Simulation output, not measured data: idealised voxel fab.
voxel self aligned contacts: a process module
For reference, the cross-section in this document is cut, with width 300 nm and square cells of 5 nm.
This document writes a cross-section as a grid whose cells are square, and gives it as bands, listed from the top down; one or more rows of cells form a band.
Band entry format. Leading values: height of top, height of bottom, nm. Remainder: materials in left-to-right order, each with its width in nm. Special words: "all across" on a single material, which then fills the band edge to edge; "empty", empty space.
Measure heights from 0. That's the level where, below it, the as-received wafer is all one material. The lowest band is bottomless and extends downward; write it as in "0 and below".
So if you see something like "30->40" for the width, read it as the top row of the band sitting at the first number and the bottom row at the second, with every row in between moving by the same amount as the last.
"stayed the same", as given for a step, is the statement that not any cell of the cross-section underwent a change during that step.
"Enclosed void list" - sealed voids, min. 8 cells, no opening to top; format: width x height at distance (distance from left edge; nm throughout).
The remark found on a step's line after its settings is issued by the simulator itself and pertains to that step.
Among the settings permitted on a step's line is "overlay nm"; applied to a step with a mask, it specifies the extent to which the mask lay to the right of its planned position, whereas a negative figure signifies a position to the left.

-- Here's what the planned process steps look like
1: RECEIVE (material Si)
2: OXIDIZE (depth nm 5)
3: DIRECTIONAL_DEP (material polySi; thk nm 30)
4: DIRECTIONAL_DEP (material SiN; thk nm 15)
5: DIRECTIONAL_DEP (material aC; thk nm 15)
6: PATTERN (tone cover; mask id GATE; material resist; width nm 30; pitch nm 55; thk nm 30; overlay nm 0)
7: DIRECTIONAL_ETCH (etch materials aC; depth nm 15)
8: STRIP (etch materials resist)
9: DIRECTIONAL_ETCH (etch materials SiN; depth nm 15)
10: DIRECTIONAL_ETCH (etch materials polySi; depth nm 30)
11: STRIP (etch materials aC)
12: CONFORMAL_DEP (material SiN; thk nm 5)
13: DIRECTIONAL_ETCH (etch materials SiN; depth nm 5)
14: FILL_DEP (material SiO2; thk nm 15)
15: CMP (height nm 50)
16: MASKED_ETCH (tone open; mask id CONTACT; width nm 35; etch materials SiO2; depth nm 55; overlay nm 0)
17: CONFORMAL_DEP (material TiN; thk nm 5)
18: FILL_DEP (material Ru; thk nm 5)
19: CMP (height nm 50)
20: CONFORMAL_DEP (material SiCN; thk nm 5)

-- So this is the incoming wafer in cross-section - it's already been through step 1
- 0 and below: Si all across
- Enclosed void list: none

-- Post-module cross-section of the first of two wafers (run per plan)
- 55 down to 50: SiCN all across
- 50 down to 45: SiO2: 130 | TiN: 15 | Ru: 5 | TiN: 15 | SiO2: 135
- 45 down to 30: SiO2: 100 | SiN: 40 | TiN: 5 | Ru: 5 | TiN: 5 | SiN: 40 | SiO2: 105
- 30 down to 0: SiO2: 100 | SiN: 5 | polySi: 30 | SiN: 5 | TiN: 5 | Ru: 5 | TiN: 5 | SiN: 5 | polySi: 30 | SiN: 5 | SiO2: 105
- 0 down to -5: SiO2: 140 | TiN: 15 | SiO2: 145
- -5 and below: Si all across
- Enclosed void list: none

-- Wafer two, sectioned after the module: the first wafer's start, the first wafer's plan, and one mistake in how it was run
- 55 down to 50: SiCN all across
- 50 down to 40: SiO2: 130 | TiN: 5->10 | Ru: 25->15 | TiN: 5->10 | SiO2: 135
- 40 down to 30: SiO2: 105 | SiN: 30 | TiN: 5 | Ru: 15 | TiN: 5 | SiN: 30 | SiO2: 110
- 30 down to 0: SiO2: 105 | polySi: 30 | TiN: 5 | Ru: 15 | TiN: 5 | polySi: 30 | SiO2: 110
- 0 down to -5: SiO2: 135 | TiN: 25 | SiO2: 140
- -5 and below: Si all across
- Enclosed void list: none
Run error: plan step 12 was not performed, having been skipped
Wafer comparison, final, in cells, second relative to first, materials more or fewer: 22 more of Ru, 48 fewer of SiN, 26 more of SiO2
